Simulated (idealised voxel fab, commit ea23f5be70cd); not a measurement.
Process module in this document: voxel double patterning
This is section cut - it's 240 nm across, gridded in 5 nm square cells.
Heads up, the way a cross-section reads in here is a grid of square cells, handed over as bands from the top down, with every band being one or more rows of cells. Quick guide to a band line: top height, bottom height (nm) up front; then every material left to right with its width in nm. Only one material and it's marked "all across"? Then it fills the band edge to edge. And "blank" just means empty space. Ref level 0: as-received wafer is one material below here. Bottom band extends down with no lower bound ("0 -> down"). Width: "30->40" (first number = top row, second number = bottom row, same change from row to row of cells). The cross-section has no changed cell in any step marked "remained the same". The entry titled "Closed void roster" provides the empty spaces that have no open way to the top, restricted to those of 8 cells or more. Each is presented as width x height at distance, the distance being measured from the left edge, with all three in nm. Whatever follows a step's settings on its line is a remark the simulator itself makes about that step. "overlay nm" answers the question of how far to the right of plan the mask lay on a step that has a mask, and when it is negative the answer is to the left.

THE STEPS PLANNED FOR THE PROCESS ARE AS FOLLOWS
- 1: op RECEIVE | material Si
- 2: op CONFORMAL_DEP | material SiO2 | thk nm 5
- 3: op DIRECTIONAL_DEP | material polySi | thk nm 15
- 4: op DIRECTIONAL_DEP | material SiCN | thk nm 5
- 5: op MASKED_ETCH | tone open | mask id FIRST | width nm 15 | pitch nm 50 | etch materials SiCN | depth nm 5 | overlay nm 0
- 6: op DIRECTIONAL_DEP | material aC | thk nm 10
- 7: op PATTERN | tone open | mask id SECOND | material resist | width nm 15 | pitch nm 50 | thk nm 25 | overlay nm 0
- 8: op DIRECTIONAL_ETCH | etch materials aC | depth nm 10
- 9: op STRIP | etch materials resist
- 10: op DIRECTIONAL_ETCH | etch materials SiCN | depth nm 5
- 11: op STRIP | etch materials aC
- 12: op DIRECTIONAL_ETCH | etch materials polySi | depth nm 15
- 13: op STRIP | etch materials SiCN

AS RECEIVED, AFTER STEP 1
  0 -> down  Si all across
  Closed void roster: none

CROSS-SECTION AT MODULE END, ONE RUN ERROR; START AND PLAN UNCHANGED FROM ABOVE
  15 -> 5  polySi: 60  blank: 15  polySi: 10  blank: 15  polySi: 10  blank: 15  polySi: 10  blank: 15  polySi: 10  blank: 15  polySi: 65
  5 -> 0  SiO2 all across
  0 -> down  Si all across
  Closed void roster: none
The plan and the run diverged here: contrary to plan, step 3 was performed as op DIRECTIONAL_DEP | material polySi | thk nm 10
